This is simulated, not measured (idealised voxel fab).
process module | voxel wiring stack
cross-section cut | 210 nm wide | cells 5 nm
A cross-section is a grid of square cells, given in bands from the top down. A band is one or more rows of cells.
Each band's line starts with the height of the band's top and of its bottom, in nm. Then come its materials from left to right, each with its width in nm. One material with "throughout" fills the band from edge to edge. "air" is empty space.
Height 0 is the level under which the wafer as received is all one material. The lowest band goes on downwards, as in "0 down".
A width such as "30 to 40" changes by the same amount from each row of cells to the next, from the band's top row to its bottom row.
"no change" after a step means that no cell of the cross-section changed.
closed voids: empty space of 8 cells or more with no open way to the top, each as width x height at its distance from the left edge, in nm
after a step's settings: what the simulator itself notes on the step
overlay nm, on a step with a mask: how far to the right of its planned place the mask lay; to the left if negative
plan
1 op RECEIVE | material Si
2 op CONFORMAL_DEP | material SiO2 | thk nm 10
3 op CONFORMAL_DEP | material SiN | thk nm 5
4 op DIRECTIONAL_DEP | material lowk | thk nm 25
5 op DIRECTIONAL_DEP | material aC | thk nm 15
6 op PATTERN | tone open | mask id METAL_1 | material resist | width nm 30 | pitch nm 45 | thk nm 30 | overlay nm 0
7 op DIRECTIONAL_ETCH | etch materials aC | depth nm 15
8 op STRIP | etch materials resist
9 op DIRECTIONAL_ETCH | etch materials lowk | depth nm 25
10 op DIRECTIONAL_ETCH | etch materials SiN | depth nm 5
11 op STRIP | etch materials aC
12 op CONFORMAL_DEP | material TiN | thk nm 5
13 op FILL_DEP | material Cu | thk nm 5
14 op CMP | height nm 40
15 op CONFORMAL_DEP | material SiCN | thk nm 5
16 op DIRECTIONAL_DEP | material lowk | thk nm 35
17 op DIRECTIONAL_DEP | material aC | thk nm 15
18 op PATTERN | tone open | mask id METAL_2_HOLES | material resist | width nm 15 | thk nm 35 | overlay nm 0
19 op DIRECTIONAL_ETCH | etch materials aC | depth nm 15
20 op STRIP | etch materials resist
21 op DIRECTIONAL_ETCH | etch materials lowk | depth nm 35
22 op STRIP | etch materials aC
23 op DIRECTIONAL_DEP | material aC | thk nm 15
24 op PATTERN | tone open | mask id METAL_2 | material resist | width nm 30 | pitch nm 45 | thk nm 30 | overlay nm 0
25 op DIRECTIONAL_ETCH | etch materials aC | depth nm 15
26 op STRIP | etch materials resist
27 op DIRECTIONAL_ETCH | etch materials lowk | depth nm 20
28 op DIRECTIONAL_ETCH | etch materials SiCN | depth nm 5
29 op STRIP | etch materials aC
30 op CONFORMAL_DEP | material TiN | thk nm 5
31 op FILL_DEP | material Cu | thk nm 5
32 op CMP | height nm 80
33 op CONFORMAL_DEP | material SiCN | thk nm 5
34 op DIRECTIONAL_DEP | material SiO2 | thk nm 15
35 op MASKED_ETCH | tone open | mask id PLUG_2 | width nm 15 | etch materials SiO2 | depth nm 15 | overlay nm 0
36 op MASKED_ETCH | tone open | mask id PLUG_2 | width nm 15 | etch materials SiCN | depth nm 5 | overlay nm 0
37 op EPI | material Ru | thk nm 10
38 op EPI | material Ru | thk nm 10
39 op CONFORMAL_DEP | material SiN | thk nm 5
40 op DIRECTIONAL_DEP | material lowk | thk nm 20
41 op PATTERN | tone open | mask id METAL_3 | material resist | width nm 30 | pitch nm 45 | thk nm 20 | overlay nm 0
42 op DIRECTIONAL_ETCH | etch materials lowk | depth nm 20
43 op DIRECTIONAL_ETCH | etch materials SiN | depth nm 5
44 op STRIP | etch materials resist
45 op CONFORMAL_DEP | material TiN | thk nm 5
46 op FILL_DEP | material W | thk nm 5
47 op CMP | height nm 125
48 op CONFORMAL_DEP | material SiCN | thk nm 5
first wafer, as planned
as received, after step 1
  0 down: Si throughout
  closed voids: none
after step 2
  10 to 0: SiO2 throughout
  below 0: unchanged
after step 3
  15 to 10: SiN throughout
  below 10: unchanged
after step 4
  40 to 15: lowk throughout
  below 15: unchanged
after step 5
  55 to 40: aC throughout
  below 40: unchanged
after step 6
  85 to 55: resist 65 | air 30 | resist 15 | air 30 | resist 70
  below 55: unchanged
after step 7
  70 to 55: resist 65 | air 30 | resist 15 | air 30 | resist 70
  55 to 40: aC 65 | air 30 | aC 15 | air 30 | aC 70
  below 40: unchanged
after step 8
  55 to 40: aC 65 | air 30 | aC 15 | air 30 | aC 70
  below 40: unchanged
after step 9
  55 to 40: aC 65 | air 30 | aC 15 | air 30 | aC 70
  40 to 15: lowk 65 | air 30 | lowk 15 | air 30 | lowk 70
  below 15: unchanged
after step 10
  55 to 40: aC 65 | air 30 | aC 15 | air 30 | aC 70
  40 to 15: lowk 65 | air 30 | lowk 15 | air 30 | lowk 70
  15 to 10: SiN 65 | air 30 | SiN 15 | air 30 | SiN 70
  below 10: unchanged
after step 11
  40 to 15: lowk 65 | air 30 | lowk 15 | air 30 | lowk 70
  below 15: unchanged
after step 12
  45 to 40: TiN 70 | air 20 | TiN 25 | air 20 | TiN 75
  40 to 15: lowk 65 | TiN 5 | air 20 | TiN 5 | lowk 15 | TiN 5 | air 20 | TiN 5 | lowk 70
  15 to 10: SiN 65 | TiN 30 | SiN 15 | TiN 30 | SiN 70
  below 10: unchanged
after step 13
  50 to 45: Cu throughout
  45 to 40: TiN 70 | Cu 20 | TiN 25 | Cu 20 | TiN 75
  40 to 15: lowk 65 | TiN 5 | Cu 20 | TiN 5 | lowk 15 | TiN 5 | Cu 20 | TiN 5 | lowk 70
  below 15: unchanged
after step 14
  40 to 15: lowk 65 | TiN 5 | Cu 20 | TiN 5 | lowk 15 | TiN 5 | Cu 20 | TiN 5 | lowk 70
  below 15: unchanged
after step 15
  45 to 40: SiCN throughout
  below 40: unchanged
after step 16
  80 to 45: lowk throughout
  below 45: unchanged
after step 17
  95 to 80: aC throughout
  below 80: unchanged
after step 18
  130 to 95: resist 65 | air 15 | resist 130
  below 95: unchanged
after step 19
  115 to 95: resist 65 | air 15 | resist 130
  95 to 80: aC 65 | air 15 | aC 130
  below 80: unchanged
after step 20
  95 to 80: aC 65 | air 15 | aC 130
  below 80: unchanged
after step 21
  95 to 80: aC 65 | air 15 | aC 130
  80 to 45: lowk 65 | air 15 | lowk 130
  below 45: unchanged
after step 22
  80 to 45: lowk 65 | air 15 | lowk 130
  below 45: unchanged
after step 23
  95 to 80: aC 65 | air 15 | aC 130
  80 to 60: lowk 65 | air 15 | lowk 130
  60 to 45: lowk 65 | aC 15 | lowk 130
  below 45: unchanged
after step 24
  125 to 95: resist 65 | air 30 | resist 15 | air 30 | resist 70
  below 95: unchanged
after step 25
  110 to 95: resist 65 | air 30 | resist 15 | air 30 | resist 70
  95 to 80: aC 65 | air 30 | aC 15 | air 30 | aC 70
  80 to 45: lowk 65 | air 15 | lowk 130
  below 45: unchanged
after step 26
  95 to 80: aC 65 | air 30 | aC 15 | air 30 | aC 70
  below 80: unchanged
after step 27
  95 to 80: aC 65 | air 30 | aC 15 | air 30 | aC 70
  80 to 60: lowk 65 | air 30 | lowk 15 | air 30 | lowk 70
  below 60: unchanged
after step 28
  95 to 80: aC 65 | air 30 | aC 15 | air 30 | aC 70
  80 to 60: lowk 65 | air 30 | lowk 15 | air 30 | lowk 70
  60 to 45: lowk 65 | air 15 | lowk 130
  45 to 40: SiCN 65 | air 15 | SiCN 130
  below 40: unchanged
after step 29
  80 to 60: lowk 65 | air 30 | lowk 15 | air 30 | lowk 70
  below 60: unchanged
after step 30
  85 to 80: TiN 70 | air 20 | TiN 25 | air 20 | TiN 75
  80 to 65: lowk 65 | TiN 5 | air 20 | TiN 5 | lowk 15 | TiN 5 | air 20 | TiN 5 | lowk 70
  65 to 60: lowk 65 | TiN 5 | air 5 | TiN 20 | lowk 15 | TiN 30 | lowk 70
  60 to 45: lowk 65 | TiN 5 | air 5 | TiN 5 | lowk 130
  45 to 40: SiCN 65 | TiN 15 | SiCN 130
  below 40: unchanged
after step 31
  90 to 85: Cu throughout
  85 to 80: TiN 70 | Cu 20 | TiN 25 | Cu 20 | TiN 75
  80 to 65: lowk 65 | TiN 5 | Cu 20 | TiN 5 | lowk 15 | TiN 5 | Cu 20 | TiN 5 | lowk 70
  65 to 60: lowk 65 | TiN 5 | Cu 5 | TiN 20 | lowk 15 | TiN 30 | lowk 70
  60 to 45: lowk 65 | TiN 5 | Cu 5 | TiN 5 | lowk 130
  below 45: unchanged
after step 32
  80 to 65: lowk 65 | TiN 5 | Cu 20 | TiN 5 | lowk 15 | TiN 5 | Cu 20 | TiN 5 | lowk 70
  below 65: unchanged
after step 33
  85 to 80: SiCN throughout
  below 80: unchanged
after step 34
  100 to 85: SiO2 throughout
  below 85: unchanged
after step 35
  100 to 85: SiO2 65 | air 15 | SiO2 130
  below 85: unchanged
after step 36
  100 to 85: SiO2 65 | air 15 | SiO2 130
  85 to 80: SiCN 65 | air 15 | SiCN 130
  below 80: unchanged
after step 37
  100 to 90: SiO2 65 | air 15 | SiO2 130
  90 to 85: SiO2 65 | Ru 15 | SiO2 130
  85 to 80: SiCN 65 | Ru 15 | SiCN 130
  below 80: unchanged
after step 38
  100 to 85: SiO2 65 | Ru 15 | SiO2 130
  below 85: unchanged
after step 39
  105 to 100: SiN throughout
  below 100: unchanged
after step 40
  125 to 105: lowk throughout
  below 105: unchanged
after step 41
  145 to 125: resist 65 | air 30 | resist 15 | air 30 | resist 70
  below 125: unchanged
after step 42
  145 to 125: resist 65 | air 30 | resist 15 | air 30 | resist 70
  125 to 105: lowk 65 | air 30 | lowk 15 | air 30 | lowk 70
  below 105: unchanged
after step 43
  145 to 125: resist 65 | air 30 | resist 15 | air 30 | resist 70
  125 to 105: lowk 65 | air 30 | lowk 15 | air 30 | lowk 70
  105 to 100: SiN 65 | air 30 | SiN 15 | air 30 | SiN 70
  below 100: unchanged
after step 44
  125 to 105: lowk 65 | air 30 | lowk 15 | air 30 | lowk 70
  below 105: unchanged
after step 45
  130 to 125: TiN 70 | air 20 | TiN 25 | air 20 | TiN 75
  125 to 105: lowk 65 | TiN 5 | air 20 | TiN 5 | lowk 15 | TiN 5 | air 20 | TiN 5 | lowk 70
  105 to 100: SiN 65 | TiN 30 | SiN 15 | TiN 30 | SiN 70
  below 100: unchanged
after step 46
  135 to 130: W throughout
  130 to 125: TiN 70 | W 20 | TiN 25 | W 20 | TiN 75
  125 to 105: lowk 65 | TiN 5 | W 20 | TiN 5 | lowk 15 | TiN 5 | W 20 | TiN 5 | lowk 70
  below 105: unchanged
after step 47
  125 to 105: lowk 65 | TiN 5 | W 20 | TiN 5 | lowk 15 | TiN 5 | W 20 | TiN 5 | lowk 70
  below 105: unchanged
after step 48
  130 to 125: SiCN throughout
  below 125: unchanged
second wafer: like start, like plan, one mistake. Through step 12 it matches the first wafer
when step 13 should have ended
  50 to 45: SiCN throughout
  45 to 40: TiN 70 | SiCN 20 | TiN 25 | SiCN 20 | TiN 75
  40 to 15: lowk 65 | TiN 5 | SiCN 20 | TiN 5 | lowk 15 | TiN 5 | SiCN 20 | TiN 5 | lowk 70
  below 15: unchanged
when step 14 should have ended
  40 to 15: lowk 65 | TiN 5 | SiCN 20 | TiN 5 | lowk 15 | TiN 5 | SiCN 20 | TiN 5 | lowk 70
  below 15: unchanged
when step 15 should have ended
  45 to 40: SiCN throughout
  below 40: unchanged
when step 16 should have ended
  80 to 45: lowk throughout
  below 45: unchanged
when step 17 should have ended
  95 to 80: aC throughout
  below 80: unchanged
when step 18 should have ended
  130 to 95: resist 65 | air 15 | resist 130
  below 95: unchanged
when step 19 should have ended
  115 to 95: resist 65 | air 15 | resist 130
  95 to 80: aC 65 | air 15 | aC 130
  below 80: unchanged
when step 20 should have ended
  95 to 80: aC 65 | air 15 | aC 130
  below 80: unchanged
when step 21 should have ended
  95 to 80: aC 65 | air 15 | aC 130
  80 to 45: lowk 65 | air 15 | lowk 130
  below 45: unchanged
when step 22 should have ended
  80 to 45: lowk 65 | air 15 | lowk 130
  below 45: unchanged
when step 23 should have ended
  95 to 80: aC 65 | air 15 | aC 130
  80 to 60: lowk 65 | air 15 | lowk 130
  60 to 45: lowk 65 | aC 15 | lowk 130
  below 45: unchanged
when step 24 should have ended
  125 to 95: resist 65 | air 30 | resist 15 | air 30 | resist 70
  below 95: unchanged
when step 25 should have ended
  110 to 95: resist 65 | air 30 | resist 15 | air 30 | resist 70
  95 to 80: aC 65 | air 30 | aC 15 | air 30 | aC 70
  80 to 45: lowk 65 | air 15 | lowk 130
  below 45: unchanged
when step 26 should have ended
  95 to 80: aC 65 | air 30 | aC 15 | air 30 | aC 70
  below 80: unchanged
when step 27 should have ended
  95 to 80: aC 65 | air 30 | aC 15 | air 30 | aC 70
  80 to 60: lowk 65 | air 30 | lowk 15 | air 30 | lowk 70
  below 60: unchanged
when step 28 should have ended
  95 to 80: aC 65 | air 30 | aC 15 | air 30 | aC 70
  80 to 60: lowk 65 | air 30 | lowk 15 | air 30 | lowk 70
  60 to 45: lowk 65 | air 15 | lowk 130
  45 to 40: SiCN 65 | air 15 | SiCN 130
  below 40: unchanged
when step 29 should have ended
  80 to 60: lowk 65 | air 30 | lowk 15 | air 30 | lowk 70
  below 60: unchanged
when step 30 should have ended
  85 to 80: TiN 70 | air 20 | TiN 25 | air 20 | TiN 75
  80 to 65: lowk 65 | TiN 5 | air 20 | TiN 5 | lowk 15 | TiN 5 | air 20 | TiN 5 | lowk 70
  65 to 60: lowk 65 | TiN 5 | air 5 | TiN 20 | lowk 15 | TiN 30 | lowk 70
  60 to 45: lowk 65 | TiN 5 | air 5 | TiN 5 | lowk 130
  45 to 40: SiCN 65 | TiN 15 | SiCN 130
  below 40: unchanged
when step 31 should have ended
  90 to 85: Cu throughout
  85 to 80: TiN 70 | Cu 20 | TiN 25 | Cu 20 | TiN 75
  80 to 65: lowk 65 | TiN 5 | Cu 20 | TiN 5 | lowk 15 | TiN 5 | Cu 20 | TiN 5 | lowk 70
  65 to 60: lowk 65 | TiN 5 | Cu 5 | TiN 20 | lowk 15 | TiN 30 | lowk 70
  60 to 45: lowk 65 | TiN 5 | Cu 5 | TiN 5 | lowk 130
  below 45: unchanged
when step 32 should have ended
  80 to 65: lowk 65 | TiN 5 | Cu 20 | TiN 5 | lowk 15 | TiN 5 | Cu 20 | TiN 5 | lowk 70
  below 65: unchanged
when step 33 should have ended
  85 to 80: SiCN throughout
  below 80: unchanged
when step 34 should have ended
  100 to 85: SiO2 throughout
  below 85: unchanged
when step 35 should have ended
  100 to 85: SiO2 65 | air 15 | SiO2 130
  below 85: unchanged
when step 36 should have ended
  100 to 85: SiO2 65 | air 15 | SiO2 130
  85 to 80: SiCN 65 | air 15 | SiCN 130
  below 80: unchanged
when step 37 should have ended
  100 to 90: SiO2 65 | air 15 | SiO2 130
  90 to 85: SiO2 65 | Ru 15 | SiO2 130
  85 to 80: SiCN 65 | Ru 15 | SiCN 130
  below 80: unchanged
when step 38 should have ended
  100 to 85: SiO2 65 | Ru 15 | SiO2 130
  below 85: unchanged
when step 39 should have ended
  105 to 100: SiN throughout
  below 100: unchanged
when step 40 should have ended
  125 to 105: lowk throughout
  below 105: unchanged
when step 41 should have ended
  145 to 125: resist 65 | air 30 | resist 15 | air 30 | resist 70
  below 125: unchanged
when step 42 should have ended
  145 to 125: resist 65 | air 30 | resist 15 | air 30 | resist 70
  125 to 105: lowk 65 | air 30 | lowk 15 | air 30 | lowk 70
  below 105: unchanged
when step 43 should have ended
  145 to 125: resist 65 | air 30 | resist 15 | air 30 | resist 70
  125 to 105: lowk 65 | air 30 | lowk 15 | air 30 | lowk 70
  105 to 100: SiN 65 | air 30 | SiN 15 | air 30 | SiN 70
  below 100: unchanged
when step 44 should have ended
  125 to 105: lowk 65 | air 30 | lowk 15 | air 30 | lowk 70
  below 105: unchanged
when step 45 should have ended
  130 to 125: TiN 70 | air 20 | TiN 25 | air 20 | TiN 75
  125 to 105: lowk 65 | TiN 5 | air 20 | TiN 5 | lowk 15 | TiN 5 | air 20 | TiN 5 | lowk 70
  105 to 100: SiN 65 | TiN 30 | SiN 15 | TiN 30 | SiN 70
  below 100: unchanged
when step 46 should have ended
  135 to 130: W throughout
  130 to 125: TiN 70 | W 20 | TiN 25 | W 20 | TiN 75
  125 to 105: lowk 65 | TiN 5 | W 20 | TiN 5 | lowk 15 | TiN 5 | W 20 | TiN 5 | lowk 70
  below 105: unchanged
when step 47 should have ended
  125 to 105: lowk 65 | TiN 5 | W 20 | TiN 5 | lowk 15 | TiN 5 | W 20 | TiN 5 | lowk 70
  below 105: unchanged
when step 48 should have ended
  130 to 125: SiCN throughout
  below 125: unchanged
what went wrong: step 13 ran as: op FILL_DEP | material SiCN | thk nm 5
at the end the second wafer has, in cells: 40 fewer of Cu | 40 more of SiCN
